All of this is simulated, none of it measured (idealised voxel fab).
process module | voxel trench capacitor
cross-section cut | 295 nm wide | cells 5 nm
A cross-section is a grid of square cells, given in bands from the top down. A band is one or more rows of cells.
Each band's line starts with the height of the band's top and of its bottom, in nm. Then come its materials from left to right, each with its width in nm. One material with "throughout" fills the band from edge to edge. "air" is empty space.
Height 0 is the level under which the wafer as received is all one material. The lowest band goes on downwards, as in "0 down".
A width such as "30 to 40" changes by the same amount from each row of cells to the next, from the band's top row to its bottom row.
"no change" after a step means that no cell of the cross-section changed.
closed voids: empty space of 8 cells or more with no open way to the top, each as width x height at its distance from the left edge, in nm
after a step's settings: what the simulator itself notes on the step
overlay nm, on a step with a mask: how far to the right of its planned place the mask lay; to the left if negative
plan
1 op RECEIVE | material Si
2 op CONFORMAL_DEP | material SiN | thk nm 10
3 op PATTERN | tone open | mask id TRENCH | material resist | width nm 15 | pitch nm 35 | thk nm 20 | overlay nm 0
4 op DIRECTIONAL_ETCH | etch materials SiN | depth nm 10
5 op DIRECTIONAL_ETCH | etch materials Si | depth nm 25
6 op STRIP | etch materials resist
7 op CONFORMAL_DEP | material Al2O3 | thk nm 5
8 op FILL_DEP | material polySi | thk nm 5
9 op CMP | height nm 10
as received, after step 1
  0 down: Si throughout
  closed voids: none
first wafer at the end, as planned
  10 to 0: SiN 105 | Al2O3 5 | polySi 5 | Al2O3 5 | SiN 20 | Al2O3 5 | polySi 5 | Al2O3 5 | SiN 20 | Al2O3 5 | polySi 5 | Al2O3 5 | SiN 105
  0 to -20: Si 105 | Al2O3 5 | polySi 5 | Al2O3 5 | Si 20 | Al2O3 5 | polySi 5 | Al2O3 5 | Si 20 | Al2O3 5 | polySi 5 | Al2O3 5 | Si 105
  -20 to -25: Si 105 | Al2O3 15 | Si 20 | Al2O3 15 | Si 20 | Al2O3 15 | Si 105
  -25 down: Si throughout
  closed voids: none
second wafer at the end: like start, like plan, one mistake
  10 to 0: SiN 105 | Al2O3 5 | polySi 10 | Al2O3 5 | SiN 15 | Al2O3 5 | polySi 10 | Al2O3 5 | SiN 15 | Al2O3 5 | polySi 10 | Al2O3 5 | SiN 100
  0 to -20: Si 105 | Al2O3 5 | polySi 10 | Al2O3 5 | Si 15 | Al2O3 5 | polySi 10 | Al2O3 5 | Si 15 | Al2O3 5 | polySi 10 | Al2O3 5 | Si 100
  -20 to -25: Si 105 | Al2O3 20 | Si 15 | Al2O3 20 | Si 15 | Al2O3 20 | Si 100
  -25 down: Si throughout
  closed voids: none
what went wrong: step 3 ran as: op PATTERN | tone open | mask id TRENCH | material resist | width nm 20 | pitch nm 35 | thk nm 20 | overlay nm 0
at the end the second wafer has, in cells: 3 more of Al2O3 | 15 fewer of Si | 6 fewer of SiN | 18 more of polySi
